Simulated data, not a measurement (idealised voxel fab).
process module | voxel ribs on slabs
The figure presents cross-section cut, which has a width of 245 nm and is divided into square cells with an edge length of 5 nm.
Bands, listed from the top down, are how a cross-section gets written in this document; the cross-section itself is a grid of square cells, and a band is one or more rows of them.
For a band, the entry starts with two heights in nm, that of the top and then that of the bottom, and carries on with the band's materials in order from left to right, each alongside its width in nm; the word "everywhere" beside a single material means it fills the band edge to edge, and "blank" means empty space.
Counting heights begins at 0, where everything beneath is, in the wafer as received, one material. The lowest band has no bottom; it goes on downwards, as "z 0 and below" shows.
When a width is written as two numbers, as in "30..40", the first number is the width in the top row of cells of the band and the second is the width in its bottom row, and the width changes by the same amount from each row to the next.
Step marked "remained unchanged"? Then no cell in the cross-section changed in it.
Look at "Closed cavities" for the closed voids: empty spaces with no open path to the top, sized 8 cells or up. Each is width x height at distance, distance from the left edge, all nm.
Past the settings on a step's line: simulator remark, on that step.
overlay nm: how far to the right of its planned place the mask lay on this masked step (negative: to the left).
PROCESS STEPS FORESEEN IN THE PLAN
1. RECEIVE [material Si]
2. DIRECTIONAL_DEP [material SiO2] [thk nm 30]
3. DIRECTIONAL_DEP [material polySi] [thk nm 25]
4. MASKED_ETCH [tone cover] [mask id RIB] [width nm 30] [etch materials polySi] [depth nm 10] [overlay nm 0]
5. MASKED_ETCH [tone cover] [mask id SLAB] [width nm 70] [etch materials polySi] [depth nm 15] [overlay nm 0]
6. FILL_DEP [material SiO2] [thk nm 20]
7. CMP [height nm 70]
8. DIRECTIONAL_DEP [material TiN] [thk nm 5]
9. DIRECTIONAL_DEP [material aC] [thk nm 15]
10. PATTERN [tone cover] [mask id HEATER] [material resist] [width nm 40] [thk nm 30] [overlay nm 0]
11. DIRECTIONAL_ETCH [etch materials aC] [depth nm 15]
12. STRIP [etch materials resist]
13. DIRECTIONAL_ETCH [etch materials TiN] [depth nm 5]
14. STRIP [etch materials aC]
15. CONFORMAL_DEP [material SiO2] [thk nm 10]
CROSS-SECTION, INCOMING MATERIAL, AFTER STEP 1
z 0 and below  Si everywhere
Closed cavities: none
FIRST OF TWO WAFERS AT THE END OF THE MODULE, SHOWN IN CROSS-SECTION; RUN CARRIED OUT AS PLANNED
z 85 to 80  90 of blank  60 of SiO2  95 of blank
z 80 to 75  SiO2 everywhere
z 75 to 70  100 of SiO2  40 of TiN  105 of SiO2
z 70 to 55  SiO2 everywhere
z 55 to 45  105 of SiO2  30 of polySi  110 of SiO2
z 45 to 30  85 of SiO2  70 of polySi  90 of SiO2
z 30 to 0  SiO2 everywhere
z 0 and below  Si everywhere
Closed cavities: none
CROSS-SECTION AT END OF MODULE FOR THE SECOND WAFER OF TWO, WHICH MATCHED THE FIRST IN STARTING POINT AND PLAN AND DIFFERED BY ONE MISTAKE IN ITS PROCESSING
z 85 to 80  90 of blank  60 of SiO2  95 of blank
z 80 to 75  SiO2 everywhere
z 75 to 70  100 of SiO2  40 of TiN  105 of SiO2
z 70 to 55  SiO2 everywhere
z 55 to 45  85 of SiO2  20 of polySi  30 of SiO2  20 of polySi  90 of SiO2
z 45 to 40  85 of SiO2  70 of polySi  90 of SiO2
z 40 to 30  polySi everywhere
z 30 to 0  SiO2 everywhere
z 0 and below  Si everywhere
Closed cavities: none
What was done differently from what was planned? so step 4 ended up running with a different setting than we planned, it ran as MASKED_ETCH [tone open] [mask id RIB] [width nm 30] [etch materials polySi] [depth nm 10] [overlay nm 0]
Once processing is complete, comparing cell counts shows that the second wafer has more or fewer of certain materials than the first: 74 fewer of SiO2, 74 more of polySi
